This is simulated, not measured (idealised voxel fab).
Documented hereafter: the process module known as voxel transistor to metal.
Shown is cross-section cut, with a width of 295 nm and square cells of size 5 nm.
If you're reading a cross-section in this doc, picture square cells in a grid; it comes to you as bands, top ones listed first down to the bottom, and a band can be one or more rows of cells. Per band: top height and bottom height in nm, followed by the left-to-right materials and their widths in nm; "everywhere" marks a single material spanning edge to edge, "empty" marks empty space. Heights from 0 (as-received wafer is one material below). Bottom band endless downward, as "0 nm and below". Note: "30->40" means the width goes from the first number (top row of the band) to the second number (bottom row) in equal steps per row of cells. "everything unchanged" for a step: no cell of the cross-section changed in that step. Any empty space of 8 cells or more lacking an open way to the top shows up in "Voids, sealed" as width x height at distance, distance from the left edge, in nm. Step line, after settings: the simulator's comment on this step. The setting "overlay nm" may be written on the line of a step. When the step uses a mask, the value reports how far to the right of the planned place the mask lay, and a negative value reports that it lay to the left. Note on reading: below, each pair holds a cross-section from before one process step and one from after it; the one from after shows only down to the lowest band that changed. Beneath the pair, the step in between is stated along with its settings. The pairs can stem from different runs of this module on the same starting wafer. Where a pair's entry headed "before" says so, and only there, that pair continues from the pair above it.

BEFORE
* 40 nm to 25 nm  65 nm empty, then 5 nm SiN, then 25 nm SiCN, then 5 nm SiN, then 95 nm empty, then 5 nm SiN, then 25 nm SiCN, then 5 nm SiN, then 65 nm empty
* 25 nm to 0 nm  65 nm empty, then 5 nm SiN, then 25 nm polySi, then 5 nm SiN, then 95 nm empty, then 5 nm SiN, then 25 nm polySi, then 5 nm SiN, then 65 nm empty
* 0 nm to -5 nm  30 nm empty, then 5 nm SiN, then 95 nm SiO2, then 5 nm SiN, then 25 nm empty, then 5 nm SiN, then 95 nm SiO2, then 5 nm SiN, then 30 nm empty
* -5 nm to -15 nm  30 nm empty, then 5 nm SiN, then 5 nm SiO2, then 85 nm Si, then 5 nm SiO2, then 5 nm SiN, then 25 nm empty, then 5 nm SiN, then 5 nm SiO2, then 85 nm Si, then 5 nm SiO2, then 5 nm SiN, then 30 nm empty
* -15 nm to -20 nm  40 nm SiO2, then 85 nm Si, then 45 nm SiO2, then 85 nm Si, then 40 nm SiO2
* -20 nm to -35 nm  35 nm SiO2, then 95 nm Si, then 35 nm SiO2, then 95 nm Si, then 35 nm SiO2
* -35 nm and below  Si everywhere
* Voids, sealed: none

RESULTING CROSS-SECTION
* 40 nm to 25 nm  65 nm empty, then 5 nm SiN, then 25 nm SiCN, then 5 nm SiN, then 95 nm empty, then 5 nm SiN, then 25 nm SiCN, then 5 nm SiN, then 65 nm empty
* 25 nm to 0 nm  65 nm empty, then 5 nm SiN, then 25 nm polySi, then 5 nm SiN, then 95 nm empty, then 5 nm SiN, then 25 nm polySi, then 5 nm SiN, then 65 nm empty
* 0 nm to -5 nm  30 nm empty, then 5 nm SiN, then 30 nm empty, then 35 nm SiO2, then 30 nm empty, then 5 nm SiN, then 25 nm empty, then 5 nm SiN, then 30 nm empty, then 35 nm SiO2, then 30 nm empty, then 5 nm SiN, then 30 nm empty
* -5 nm to -15 nm  30 nm empty, then 5 nm SiN, then 5 nm SiO2, then 85 nm Si, then 5 nm SiO2, then 5 nm SiN, then 25 nm empty, then 5 nm SiN, then 5 nm SiO2, then 85 nm Si, then 5 nm SiO2, then 5 nm SiN, then 30 nm empty
* -15 nm to -20 nm  30 nm empty, then 10 nm SiO2, then 85 nm Si, then 10 nm SiO2, then 25 nm empty, then 10 nm SiO2, then 85 nm Si, then 10 nm SiO2, then 30 nm empty
* Below -20 it's all the same as before, nothing changed down there.
* Voids, sealed: none
As a process note, the step between the before and after cross-sections shown above is op DIRECTIONAL_ETCH | etch materials SiO2 | depth nm 5

before: identical to the post-step cross-section of the immediately preceding pair.

RESULTING CROSS-SECTION
* 40 nm to 25 nm  65 nm empty, then 5 nm SiN, then 25 nm SiCN, then 5 nm SiN, then 95 nm empty, then 5 nm SiN, then 25 nm SiCN, then 5 nm SiN, then 65 nm empty
* 25 nm to 0 nm  65 nm empty, then 5 nm SiN, then 25 nm polySi, then 5 nm SiN, then 95 nm empty, then 5 nm SiN, then 25 nm polySi, then 5 nm SiN, then 65 nm empty
* 0 nm to -5 nm  30 nm empty, then 5 nm SiN, then 30 nm empty, then 35 nm SiO2, then 30 nm empty, then 5 nm SiN, then 25 nm empty, then 5 nm SiN, then 30 nm empty, then 35 nm SiO2, then 30 nm empty, then 5 nm SiN, then 30 nm empty
* -5 nm to -15 nm  30 nm empty, then 5 nm SiN, then 5 nm SiO2, then 25 nm empty, then 35 nm Si, then 25 nm empty, then 5 nm SiO2, then 5 nm SiN, then 25 nm empty, then 5 nm SiN, then 5 nm SiO2, then 25 nm empty, then 35 nm Si, then 25 nm empty, then 5 nm SiO2, then 5 nm SiN, then 30 nm empty
* Below -15 it's all the same as before, nothing changed down there.
* Voids, sealed: none
As a process note, the step between the before and after cross-sections shown above is op DIRECTIONAL_ETCH | etch materials Si | depth nm 10

before: identical to the post-step cross-section of the immediately preceding pair.

RESULTING CROSS-SECTION
* 40 nm to 25 nm  65 nm empty, then 5 nm SiN, then 25 nm SiCN, then 5 nm SiN, then 95 nm empty, then 5 nm SiN, then 25 nm SiCN, then 5 nm SiN, then 65 nm empty
* 25 nm to 10 nm  65 nm empty, then 5 nm SiN, then 25 nm polySi, then 5 nm SiN, then 95 nm empty, then 5 nm SiN, then 25 nm polySi, then 5 nm SiN, then 65 nm empty
* 10 nm to 0 nm  50 nm empty, then 15 nm nSi, then 5 nm SiN, then 25 nm polySi, then 5 nm SiN, then 15 nm nSi, then 65 nm empty, then 15 nm nSi, then 5 nm SiN, then 25 nm polySi, then 5 nm SiN, then 15 nm nSi, then 50 nm empty
* 0 nm to -5 nm  30 nm empty, then 5 nm SiN, then 30 nm nSi, then 35 nm SiO2, then 30 nm nSi, then 5 nm SiN, then 25 nm empty, then 5 nm SiN, then 30 nm nSi, then 35 nm SiO2, then 30 nm nSi, then 5 nm SiN, then 30 nm empty
* -5 nm to -15 nm  30 nm empty, then 5 nm SiN, then 5 nm SiO2, then 25 nm nSi, then 35 nm Si, then 25 nm nSi, then 5 nm SiO2, then 5 nm SiN, then 25 nm empty, then 5 nm SiN, then 5 nm SiO2, then 25 nm nSi, then 35 nm Si, then 25 nm nSi, then 5 nm SiO2, then 5 nm SiN, then 30 nm empty
* Below -15 it's all the same as before, nothing changed down there.
* Voids, sealed: none
As a process note, the step between the before and after cross-sections shown above is op EPI | material nSi | thk nm 15

before: identical to the post-step cross-section of the immediately preceding pair.

RESULTING CROSS-SECTION
* 45 nm to 40 nm  SiO2 everywhere
* 40 nm to 25 nm  65 nm SiO2, then 5 nm SiN, then 25 nm SiCN, then 5 nm SiN, then 95 nm SiO2, then 5 nm SiN, then 25 nm SiCN, then 5 nm SiN, then 65 nm SiO2
* 25 nm to 10 nm  65 nm SiO2, then 5 nm SiN, then 25 nm polySi, then 5 nm SiN, then 95 nm SiO2, then 5 nm SiN, then 25 nm polySi, then 5 nm SiN, then 65 nm SiO2
* 10 nm to 0 nm  50 nm SiO2, then 15 nm nSi, then 5 nm SiN, then 25 nm polySi, then 5 nm SiN, then 15 nm nSi, then 65 nm SiO2, then 15 nm nSi, then 5 nm SiN, then 25 nm polySi, then 5 nm SiN, then 15 nm nSi, then 50 nm SiO2
* 0 nm to -5 nm  30 nm SiO2, then 5 nm SiN, then 30 nm nSi, then 35 nm SiO2, then 30 nm nSi, then 5 nm SiN, then 25 nm SiO2, then 5 nm SiN, then 30 nm nSi, then 35 nm SiO2, then 30 nm nSi, then 5 nm SiN, then 30 nm SiO2
* -5 nm to -15 nm  30 nm SiO2, then 5 nm SiN, then 5 nm SiO2, then 25 nm nSi, then 35 nm Si, then 25 nm nSi, then 5 nm SiO2, then 5 nm SiN, then 25 nm SiO2, then 5 nm SiN, then 5 nm SiO2, then 25 nm nSi, then 35 nm Si, then 25 nm nSi, then 5 nm SiO2, then 5 nm SiN, then 30 nm SiO2
* -15 nm to -20 nm  40 nm SiO2, then 85 nm Si, then 45 nm SiO2, then 85 nm Si, then 40 nm SiO2
* Below -20 it's all the same as before, nothing changed down there.
* Voids, sealed: none
As a process note, the step between the before and after cross-sections shown above is op FILL_DEP | material SiO2 | thk nm 5

before: identical to the post-step cross-section of the immediately preceding pair.

RESULTING CROSS-SECTION
* 40 nm to 25 nm  65 nm SiO2, then 5 nm SiN, then 25 nm SiCN, then 5 nm SiN, then 95 nm SiO2, then 5 nm SiN, then 25 nm SiCN, then 5 nm SiN, then 65 nm SiO2
* Below 25 it's all the same as before, nothing changed down there.
* Voids, sealed: none
As a process note, the step between the before and after cross-sections shown above is op CMP | height nm 40

before: identical to the post-step cross-section of the immediately preceding pair.

RESULTING CROSS-SECTION
* 50 nm to 40 nm  SiO2 everywhere
* Below 40 it's all the same as before, nothing changed down there.
* Voids, sealed: none
As a process note, the step between the before and after cross-sections shown above is op DIRECTIONAL_DEP | material SiO2 | thk nm 10

before: identical to the post-step cross-section of the immediately preceding pair.

RESULTING CROSS-SECTION
* 65 nm to 50 nm  35 nm resist, then 30 nm empty, then 35 nm resist, then 30 nm empty, then 35 nm resist, then 30 nm empty, then 35 nm resist, then 30 nm empty, then 35 nm resist
* Below 50 it's all the same as before, nothing changed down there.
* Voids, sealed: none
As a process note, the step between the before and after cross-sections shown above is op PATTERN | tone open | mask id CONTACT | material resist | width nm 30 | pitch nm 65 | thk nm 15 | overlay nm 0

before: identical to the post-step cross-section of the immediately preceding pair.

RESULTING CROSS-SECTION
* 65 nm to 50 nm  35 nm resist, then 30 nm empty, then 35 nm resist, then 30 nm empty, then 35 nm resist, then 30 nm empty, then 35 nm resist, then 30 nm empty, then 35 nm resist
* 50 nm to 40 nm  35 nm SiO2, then 30 nm empty, then 35 nm SiO2, then 30 nm empty, then 35 nm SiO2, then 30 nm empty, then 35 nm SiO2, then 30 nm empty, then 35 nm SiO2
* 40 nm to 25 nm  35 nm SiO2, then 30 nm empty, then 5 nm SiN, then 25 nm SiCN, then 5 nm SiN, then 30 nm empty, then 35 nm SiO2, then 30 nm empty, then 5 nm SiN, then 25 nm SiCN, then 5 nm SiN, then 30 nm empty, then 35 nm SiO2
* 25 nm to 10 nm  35 nm SiO2, then 30 nm empty, then 5 nm SiN, then 25 nm polySi, then 5 nm SiN, then 30 nm empty, then 35 nm SiO2, then 30 nm empty, then 5 nm SiN, then 25 nm polySi, then 5 nm SiN, then 30 nm empty, then 35 nm SiO2
* 10 nm to 0 nm  35 nm SiO2, then 15 nm empty, then 15 nm nSi, then 5 nm SiN, then 25 nm polySi, then 5 nm SiN, then 15 nm nSi, then 15 nm empty, then 35 nm SiO2, then 15 nm empty, then 15 nm nSi, then 5 nm SiN, then 25 nm polySi, then 5 nm SiN, then 15 nm nSi, then 15 nm empty, then 35 nm SiO2
* Below 0 it's all the same as before, nothing changed down there.
* Voids, sealed: none
As a process note, the step between the before and after cross-sections shown above is op DIRECTIONAL_ETCH | etch materials SiO2 | depth nm 50

before: identical to the post-step cross-section of the immediately preceding pair.

RESULTING CROSS-SECTION
* 50 nm to 40 nm  35 nm SiO2, then 30 nm empty, then 35 nm SiO2, then 30 nm empty, then 35 nm SiO2, then 30 nm empty, then 35 nm SiO2, then 30 nm empty, then 35 nm SiO2
* Below 40 it's all the same as before, nothing changed down there.
* Voids, sealed: none
As a process note, the step between the before and after cross-sections shown above is op STRIP | etch materials resist

before: identical to the post-step cross-section of the immediately preceding pair.

RESULTING CROSS-SECTION
* 55 nm to 50 nm  40 nm TiN, then 20 nm empty, then 45 nm TiN, then 20 nm empty, then 45 nm TiN, then 20 nm empty, then 45 nm TiN, then 20 nm empty, then 40 nm TiN
* 50 nm to 40 nm  35 nm SiO2, then 5 nm TiN, then 20 nm empty, then 5 nm TiN, then 35 nm SiO2, then 5 nm TiN, then 20 nm empty, then 5 nm TiN, then 35 nm SiO2, then 5 nm TiN, then 20 nm empty, then 5 nm TiN, then 35 nm SiO2, then 5 nm TiN, then 20 nm empty, then 5 nm TiN, then 35 nm SiO2
* 40 nm to 25 nm  35 nm SiO2, then 5 nm TiN, then 20 nm empty, then 5 nm TiN, then 5 nm SiN, then 25 nm SiCN, then 5 nm SiN, then 5 nm TiN, then 20 nm empty, then 5 nm TiN, then 35 nm SiO2, then 5 nm TiN, then 20 nm empty, then 5 nm TiN, then 5 nm SiN, then 25 nm SiCN, then 5 nm SiN, then 5 nm TiN, then 20 nm empty, then 5 nm TiN, then 35 nm SiO2
* 25 nm to 15 nm  35 nm SiO2, then 5 nm TiN, then 20 nm empty, then 5 nm TiN, then 5 nm SiN, then 25 nm polySi, then 5 nm SiN, then 5 nm TiN, then 20 nm empty, then 5 nm TiN, then 35 nm SiO2, then 5 nm TiN, then 20 nm empty, then 5 nm TiN, then 5 nm SiN, then 25 nm polySi, then 5 nm SiN, then 5 nm TiN, then 20 nm empty, then 5 nm TiN, then 35 nm SiO2
* 15 nm to 10 nm  35 nm SiO2, then 5 nm TiN, then 5 nm empty, then 20 nm TiN, then 5 nm SiN, then 25 nm polySi, then 5 nm SiN, then 20 nm TiN, then 5 nm empty, then 5 nm TiN, then 35 nm SiO2, then 5 nm TiN, then 5 nm empty, then 20 nm TiN, then 5 nm SiN, then 25 nm polySi, then 5 nm SiN, then 20 nm TiN, then 5 nm empty, then 5 nm TiN, then 35 nm SiO2
* 10 nm to 5 nm  35 nm SiO2, then 5 nm TiN, then 5 nm empty, then 5 nm TiN, then 15 nm nSi, then 5 nm SiN, then 25 nm polySi, then 5 nm SiN, then 15 nm nSi, then 5 nm TiN, then 5 nm empty, then 5 nm TiN, then 35 nm SiO2, then 5 nm TiN, then 5 nm empty, then 5 nm TiN, then 15 nm nSi, then 5 nm SiN, then 25 nm polySi, then 5 nm SiN, then 15 nm nSi, then 5 nm TiN, then 5 nm empty, then 5 nm TiN, then 35 nm SiO2
* 5 nm to 0 nm  35 nm SiO2, then 15 nm TiN, then 15 nm nSi, then 5 nm SiN, then 25 nm polySi, then 5 nm SiN, then 15 nm nSi, then 15 nm TiN, then 35 nm SiO2, then 15 nm TiN, then 15 nm nSi, then 5 nm SiN, then 25 nm polySi, then 5 nm SiN, then 15 nm nSi, then 15 nm TiN, then 35 nm SiO2
* Below 0 it's all the same as before, nothing changed down there.
* Voids, sealed: none
As a process note, the step between the before and after cross-sections shown above is op CONFORMAL_DEP | material TiN | thk nm 5

before: identical to the post-step cross-section of the immediately preceding pair.

RESULTING CROSS-SECTION
* 60 nm to 55 nm  W everywhere
* 55 nm to 50 nm  40 nm TiN, then 20 nm W, then 45 nm TiN, then 20 nm W, then 45 nm TiN, then 20 nm W, then 45 nm TiN, then 20 nm W, then 40 nm TiN
* 50 nm to 40 nm  35 nm SiO2, then 5 nm TiN, then 20 nm W, then 5 nm TiN, then 35 nm SiO2, then 5 nm TiN, then 20 nm W, then 5 nm TiN, then 35 nm SiO2, then 5 nm TiN, then 20 nm W, then 5 nm TiN, then 35 nm SiO2, then 5 nm TiN, then 20 nm W, then 5 nm TiN, then 35 nm SiO2
* 40 nm to 25 nm  35 nm SiO2, then 5 nm TiN, then 20 nm W, then 5 nm TiN, then 5 nm SiN, then 25 nm SiCN, then 5 nm SiN, then 5 nm TiN, then 20 nm W, then 5 nm TiN, then 35 nm SiO2, then 5 nm TiN, then 20 nm W, then 5 nm TiN, then 5 nm SiN, then 25 nm SiCN, then 5 nm SiN, then 5 nm TiN, then 20 nm W, then 5 nm TiN, then 35 nm SiO2
* 25 nm to 15 nm  35 nm SiO2, then 5 nm TiN, then 20 nm W, then 5 nm TiN, then 5 nm SiN, then 25 nm polySi, then 5 nm SiN, then 5 nm TiN, then 20 nm W, then 5 nm TiN, then 35 nm SiO2, then 5 nm TiN, then 20 nm W, then 5 nm TiN, then 5 nm SiN, then 25 nm polySi, then 5 nm SiN, then 5 nm TiN, then 20 nm W, then 5 nm TiN, then 35 nm SiO2
* 15 nm to 10 nm  35 nm SiO2, then 5 nm TiN, then 5 nm W, then 20 nm TiN, then 5 nm SiN, then 25 nm polySi, then 5 nm SiN, then 20 nm TiN, then 5 nm W, then 5 nm TiN, then 35 nm SiO2, then 5 nm TiN, then 5 nm W, then 20 nm TiN, then 5 nm SiN, then 25 nm polySi, then 5 nm SiN, then 20 nm TiN, then 5 nm W, then 5 nm TiN, then 35 nm SiO2
* 10 nm to 5 nm  35 nm SiO2, then 5 nm TiN, then 5 nm W, then 5 nm TiN, then 15 nm nSi, then 5 nm SiN, then 25 nm polySi, then 5 nm SiN, then 15 nm nSi, then 5 nm TiN, then 5 nm W, then 5 nm TiN, then 35 nm SiO2, then 5 nm TiN, then 5 nm W, then 5 nm TiN, then 15 nm nSi, then 5 nm SiN, then 25 nm polySi, then 5 nm SiN, then 15 nm nSi, then 5 nm TiN, then 5 nm W, then 5 nm TiN, then 35 nm SiO2
* Below 5 it's all the same as before, nothing changed down there.
* Voids, sealed: none
As a process note, the step between the before and after cross-sections shown above is op FILL_DEP | material W | thk nm 5

before: identical to the post-step cross-section of the immediately preceding pair.

RESULTING CROSS-SECTION
* 50 nm to 40 nm  35 nm SiO2, then 5 nm TiN, then 20 nm W, then 5 nm TiN, then 35 nm SiO2, then 5 nm TiN, then 20 nm W, then 5 nm TiN, then 35 nm SiO2, then 5 nm TiN, then 20 nm W, then 5 nm TiN, then 35 nm SiO2, then 5 nm TiN, then 20 nm W, then 5 nm TiN, then 35 nm SiO2
* Below 40 it's all the same as before, nothing changed down there.
* Voids, sealed: none
As a process note, the step between the before and after cross-sections shown above is op CMP | height nm 50

before: identical to the post-step cross-section of the immediately preceding pair.

RESULTING CROSS-SECTION
* 55 nm to 50 nm  TiN everywhere
* Below 50 it's all the same as before, nothing changed down there.
* Voids, sealed: none
As a process note, the step between the before and after cross-sections shown above is op DIRECTIONAL_DEP | material TiN | thk nm 5

before: identical to the post-step cross-section of the immediately preceding pair.

RESULTING CROSS-SECTION
* 70 nm to 55 nm  Ru everywhere
* Below 55 it's all the same as before, nothing changed down there.
* Voids, sealed: none
As a process note, the step between the before and after cross-sections shown above is op DIRECTIONAL_DEP | material Ru | thk nm 15

before: identical to the post-step cross-section of the immediately preceding pair.

RESULTING CROSS-SECTION
* 70 nm to 55 nm  35 nm empty, then 15 nm Ru, then 65 nm empty, then 15 nm Ru, then 35 nm empty, then 15 nm Ru, then 65 nm empty, then 15 nm Ru, then 35 nm empty
* Below 55 it's all the same as before, nothing changed down there.
* Voids, sealed: none
As a process note, the step between the before and after cross-sections shown above is op MASKED_ETCH | tone cover | mask id METAL_1 | width nm 15 | etch materials Ru | depth nm 15 | overlay nm 0

before: identical to the post-step cross-section of the immediately preceding pair.

RESULTING CROSS-SECTION
* 70 nm to 55 nm  35 nm empty, then 15 nm Ru, then 65 nm empty, then 15 nm Ru, then 35 nm empty, then 15 nm Ru, then 65 nm empty, then 15 nm Ru, then 35 nm empty
* 55 nm to 50 nm  35 nm empty, then 15 nm TiN, then 65 nm empty, then 15 nm TiN, then 35 nm empty, then 15 nm TiN, then 65 nm empty, then 15 nm TiN, then 35 nm empty
* Below 50 it's all the same as before, nothing changed down there.
* Voids, sealed: none
As a process note, the step between the before and after cross-sections shown above is op MASKED_ETCH | tone cover | mask id METAL_1 | width nm 15 | etch materials TiN | depth nm 5 | overlay nm 0

before: identical to the post-step cross-section of the immediately preceding pair.

RESULTING CROSS-SECTION
* 75 nm to 70 nm  30 nm empty, then 25 nm SiN, then 55 nm empty, then 25 nm SiN, then 25 nm empty, then 25 nm SiN, then 55 nm empty, then 25 nm SiN, then 30 nm empty
* 70 nm to 55 nm  30 nm empty, then 5 nm SiN, then 15 nm Ru, then 5 nm SiN, then 55 nm empty, then 5 nm SiN, then 15 nm Ru, then 5 nm SiN, then 25 nm empty, then 5 nm SiN, then 15 nm Ru, then 5 nm SiN, then 55 nm empty, then 5 nm SiN, then 15 nm Ru, then 5 nm SiN, then 30 nm empty
* 55 nm to 50 nm  35 nm SiN, then 15 nm TiN, then 65 nm SiN, then 15 nm TiN, then 35 nm SiN, then 15 nm TiN, then 65 nm SiN, then 15 nm TiN, then 35 nm SiN
* Below 50 it's all the same as before, nothing changed down there.
* Voids, sealed: none
As a process note, the step between the before and after cross-sections shown above is op CONFORMAL_DEP | material SiN | thk nm 5

before: identical to the post-step cross-section of the immediately preceding pair.

RESULTING CROSS-SECTION
* 80 nm to 75 nm  SiO2 everywhere
* 75 nm to 70 nm  30 nm SiO2, then 25 nm SiN, then 55 nm SiO2, then 25 nm SiN, then 25 nm SiO2, then 25 nm SiN, then 55 nm SiO2, then 25 nm SiN, then 30 nm SiO2
* 70 nm to 55 nm  30 nm SiO2, then 5 nm SiN, then 15 nm Ru, then 5 nm SiN, then 55 nm SiO2, then 5 nm SiN, then 15 nm Ru, then 5 nm SiN, then 25 nm SiO2, then 5 nm SiN, then 15 nm Ru, then 5 nm SiN, then 55 nm SiO2, then 5 nm SiN, then 15 nm Ru, then 5 nm SiN, then 30 nm SiO2
* Below 55 it's all the same as before, nothing changed down there.
* Voids, sealed: none
As a process note, the step between the before and after cross-sections shown above is op FILL_DEP | material SiO2 | thk nm 5

before: identical to the post-step cross-section of the immediately preceding pair.

RESULTING CROSS-SECTION
* 70 nm to 55 nm  30 nm SiO2, then 5 nm SiN, then 15 nm Ru, then 5 nm SiN, then 55 nm SiO2, then 5 nm SiN, then 15 nm Ru, then 5 nm SiN, then 25 nm SiO2, then 5 nm SiN, then 15 nm Ru, then 5 nm SiN, then 55 nm SiO2, then 5 nm SiN, then 15 nm Ru, then 5 nm SiN, then 30 nm SiO2
* Below 55 it's all the same as before, nothing changed down there.
* Voids, sealed: none
As a process note, the step between the before and after cross-sections shown above is op CMP | height nm 70

before: identical to the post-step cross-section of the immediately preceding pair.

RESULTING CROSS-SECTION
* 75 nm to 70 nm  SiCN everywhere
* Below 70 it's all the same as before, nothing changed down there.
* Voids, sealed: none
As a process note, the step between the before and after cross-sections shown above is op CONFORMAL_DEP | material SiCN | thk nm 5

before: identical to the post-step cross-section of the immediately preceding pair.

RESULTING CROSS-SECTION
* 100 nm to 75 nm  SiO2 everywhere
* Below 75 it's all the same as before, nothing changed down there.
* Voids, sealed: none
As a process note, the step between the before and after cross-sections shown above is op DIRECTIONAL_DEP | material SiO2 | thk nm 25

before: identical to the post-step cross-section of the immediately preceding pair.

RESULTING CROSS-SECTION
* 110 nm to 100 nm  aC everywhere
* Below 100 it's all the same as before, nothing changed down there.
* Voids, sealed: none
As a process note, the step between the before and after cross-sections shown above is op DIRECTIONAL_DEP | material aC | thk nm 10

before: identical to the post-step cross-section of the immediately preceding pair.

RESULTING CROSS-SECTION
* 140 nm to 110 nm  35 nm resist, then 15 nm empty, then 115 nm resist, then 15 nm empty, then 115 nm resist
* Below 110 it's all the same as before, nothing changed down there.
* Voids, sealed: none
As a process note, the step between the before and after cross-sections shown above is op PATTERN | tone open | mask id METAL_2 | material resist | width nm 15 | pitch nm 130 | thk nm 30 | overlay nm 0

before: identical to the post-step cross-section of the immediately preceding pair.

RESULTING CROSS-SECTION
* 130 nm to 110 nm  35 nm resist, then 15 nm empty, then 115 nm resist, then 15 nm empty, then 115 nm resist
* 110 nm to 100 nm  35 nm aC, then 15 nm empty, then 115 nm aC, then 15 nm empty, then 115 nm aC
* Below 100 it's all the same as before, nothing changed down there.
* Voids, sealed: none
As a process note, the step between the before and after cross-sections shown above is op DIRECTIONAL_ETCH | etch materials aC | depth nm 10

before: identical to the post-step cross-section of the immediately preceding pair.

RESULTING CROSS-SECTION
* 110 nm to 100 nm  35 nm aC, then 15 nm empty, then 115 nm aC, then 15 nm empty, then 115 nm aC
* Below 100 it's all the same as before, nothing changed down there.
* Voids, sealed: none
As a process note, the step between the before and after cross-sections shown above is op STRIP | etch materials resist

before: identical to the post-step cross-section of the immediately preceding pair.

RESULTING CROSS-SECTION
* 110 nm to 100 nm  35 nm aC, then 15 nm empty, then 115 nm aC, then 15 nm empty, then 115 nm aC
* 100 nm to 85 nm  35 nm SiO2, then 15 nm empty, then 115 nm SiO2, then 15 nm empty, then 115 nm SiO2
* Below 85 it's all the same as before, nothing changed down there.
* Voids, sealed: none
As a process note, the step between the before and after cross-sections shown above is op DIRECTIONAL_ETCH | etch materials SiO2 | depth nm 15

before: identical to the post-step cross-section of the immediately preceding pair.

RESULTING CROSS-SECTION
* 100 nm to 85 nm  35 nm SiO2, then 15 nm empty, then 115 nm SiO2, then 15 nm empty, then 115 nm SiO2
* Below 85 it's all the same as before, nothing changed down there.
* Voids, sealed: none
As a process note, the step between the before and after cross-sections shown above is op STRIP | etch materials aC

before: identical to the post-step cross-section of the immediately preceding pair.

RESULTING CROSS-SECTION
* 100 nm to 75 nm  35 nm SiO2, then 15 nm empty, then 115 nm SiO2, then 15 nm empty, then 115 nm SiO2
* Below 75 it's all the same as before, nothing changed down there.
* Voids, sealed: none
As a process note, the step between the before and after cross-sections shown above is op MASKED_ETCH | tone open | mask id METAL_2_HOLES | width nm 15 | pitch nm 130 | etch materials SiO2 | depth nm 10 | overlay nm 0

before: identical to the post-step cross-section of the immediately preceding pair.

RESULTING CROSS-SECTION
* 100 nm to 75 nm  35 nm SiO2, then 15 nm empty, then 115 nm SiO2, then 15 nm empty, then 115 nm SiO2
* 75 nm to 70 nm  35 nm SiCN, then 15 nm empty, then 115 nm SiCN, then 15 nm empty, then 115 nm SiCN
* Below 70 it's all the same as before, nothing changed down there.
* Voids, sealed: none
As a process note, the step between the before and after cross-sections shown above is op MASKED_ETCH | tone open | mask id METAL_2_HOLES | width nm 15 | pitch nm 130 | etch materials SiCN | depth nm 5 | overlay nm 0

before: identical to the post-step cross-section of the immediately preceding pair.

RESULTING CROSS-SECTION
* 105 nm to 100 nm  40 nm TiN, then 5 nm empty, then 125 nm TiN, then 5 nm empty, then 120 nm TiN
* 100 nm to 75 nm  35 nm SiO2, then 5 nm TiN, then 5 nm empty, then 5 nm TiN, then 115 nm SiO2, then 5 nm TiN, then 5 nm empty, then 5 nm TiN, then 115 nm SiO2
* 75 nm to 70 nm  35 nm SiCN, then 15 nm TiN, then 115 nm SiCN, then 15 nm TiN, then 115 nm SiCN
* Below 70 it's all the same as before, nothing changed down there.
* Voids, sealed: none
As a process note, the step between the before and after cross-sections shown above is op CONFORMAL_DEP | material TiN | thk nm 5

before: identical to the post-step cross-section of the immediately preceding pair.

RESULTING CROSS-SECTION
* 115 nm to 105 nm  Ru everywhere
* 105 nm to 100 nm  40 nm TiN, then 5 nm Ru, then 125 nm TiN, then 5 nm Ru, then 120 nm TiN
* 100 nm to 75 nm  35 nm SiO2, then 5 nm TiN, then 5 nm Ru, then 5 nm TiN, then 115 nm SiO2, then 5 nm TiN, then 5 nm Ru, then 5 nm TiN, then 115 nm SiO2
* Below 75 it's all the same as before, nothing changed down there.
* Voids, sealed: none
As a process note, the step between the before and after cross-sections shown above is op FILL_DEP | material Ru | thk nm 10

before: identical to the post-step cross-section of the immediately preceding pair.

RESULTING CROSS-SECTION
* 100 nm to 75 nm  35 nm SiO2, then 5 nm TiN, then 5 nm Ru, then 5 nm TiN, then 115 nm SiO2, then 5 nm TiN, then 5 nm Ru, then 5 nm TiN, then 115 nm SiO2
* Below 75 it's all the same as before, nothing changed down there.
* Voids, sealed: none
As a process note, the step between the before and after cross-sections shown above is op CMP | height nm 100

before: identical to the post-step cross-section of the immediately preceding pair.

RESULTING CROSS-SECTION
* 105 nm to 100 nm  SiN everywhere
* Below 100 it's all the same as before, nothing changed down there.
* Voids, sealed: none
As a process note, the step between the before and after cross-sections shown above is op CONFORMAL_DEP | material SiN | thk nm 5
